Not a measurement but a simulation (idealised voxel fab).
The process module that follows is named voxel gate over fins.
Each square cell in cross-section cut measures 5 nm, and the section as a whole is 295 nm wide.
Cross-section format: a grid of square cells, given as bands from top to bottom; each band is one or more rows of cells.
The band entry comprises the height of the band's top followed by the height of its bottom, expressed in nm, and subsequently the band's materials from left to right, each stated together with its width in nm. Where a single material is marked with the word "all across", that material fills the band from edge to edge. The word "air" represents empty space.
Ref level 0: as-received wafer is one material below here. Bottom band extends down with no lower bound ("z 0 and below").
Width spec "30 to 40" -> top row of cells at first value, bottom row at second value, equal per-row change in between.
The cross-section has no changed cell in any step marked "same as before".
Empty spaces counting at least 8 cells and having no open way to the top are listed in "Enclosed void list". The notation width x height at distance is used for each, the distance being from the left edge and all three values in nm.
Where a step's line continues beyond its settings, the continuation is a remark by the simulator itself on that step.
"overlay nm", when on a step's line for a step with a mask, measures how far to the right of its planned place the mask lay; a negative measure means to the left.
# The planned process steps are enumerated hereunder
1: op RECEIVE | material Si
2: op CONFORMAL_DEP | material SiN | thk nm 5
3: op MASKED_ETCH | tone cover | mask id FINS | width nm 15 | pitch nm 45 | etch materials SiN | depth nm 5 | overlay nm 0
4: op MASKED_ETCH | tone cover | mask id FINS | width nm 15 | pitch nm 45 | etch materials Si | depth nm 35 | overlay nm 0
5: op FILL_DEP | material SiO2 | thk nm 15
6: op CMP | height nm 5
7: op SELECTIVE_ETCH | etch materials SiO2 | depth nm 20
8: op STRIP | etch materials SiN
9: op CONFORMAL_DEP | material HfO2 | thk nm 5
10: op CONFORMAL_DEP | material TiN | thk nm 5
11: op CONFORMAL_DEP | material TiAl | thk nm 5
12: op CONFORMAL_DEP | material TiN | thk nm 5
13: op FILL_DEP | material W | thk nm 10
14: op CMP | height nm 25
15: op CONFORMAL_DEP | material SiN | thk nm 5
# Cross-section of the wafer at receipt, which is the condition after step 1
- z 0 and below = Si all across
- Enclosed void list: none
# Same starting wafer, same plan as above, one mistake in the execution; this is the cross-section at the end of the module
- z 30 to 25 = SiN all across
- z 25 to 20 = W all across
- z 20 to 10 = 50 of W / 190 of TiN / 55 of W
- z 10 to 5 = 50 of W / 10 of TiN / 35 of TiAl / 10 of TiN / 35 of TiAl / 10 of TiN / 35 of TiAl / 10 of TiN / 35 of TiAl / 10 of TiN / 55 of W
- z 5 to 0 = 60 of TiN / 5 of TiAl / 25 of HfO2 / 5 of TiAl / 10 of TiN / 5 of TiAl / 25 of HfO2 / 5 of TiAl / 10 of TiN / 5 of TiAl / 25 of HfO2 / 5 of TiAl / 10 of TiN / 5 of TiAl / 25 of HfO2 / 5 of TiAl / 65 of TiN
- z 0 to -5 = 60 of TiN / 5 of TiAl / 5 of HfO2 / 15 of Si / 5 of HfO2 / 5 of TiAl / 10 of TiN / 5 of TiAl / 5 of HfO2 / 15 of Si / 5 of HfO2 / 5 of TiAl / 10 of TiN / 5 of TiAl / 5 of HfO2 / 15 of Si / 5 of HfO2 / 5 of TiAl / 10 of TiN / 5 of TiAl / 5 of HfO2 / 15 of Si / 5 of HfO2 / 5 of TiAl / 65 of TiN
- z -5 to -10 = 65 of TiAl / 5 of HfO2 / 15 of Si / 5 of HfO2 / 20 of TiAl / 5 of HfO2 / 15 of Si / 5 of HfO2 / 20 of TiAl / 5 of HfO2 / 15 of Si / 5 of HfO2 / 20 of TiAl / 5 of HfO2 / 15 of Si / 5 of HfO2 / 70 of TiAl
- z -10 to -15 = 70 of HfO2 / 15 of Si / 30 of HfO2 / 15 of Si / 30 of HfO2 / 15 of Si / 30 of HfO2 / 15 of Si / 75 of HfO2
- z -15 to -35 = 70 of SiO2 / 15 of Si / 30 of SiO2 / 15 of Si / 30 of SiO2 / 15 of Si / 30 of SiO2 / 15 of Si / 75 of SiO2
- z -35 and below = Si all across
- Enclosed void list: none
Run error: steps 10 and 11 traded places in the executed sequence
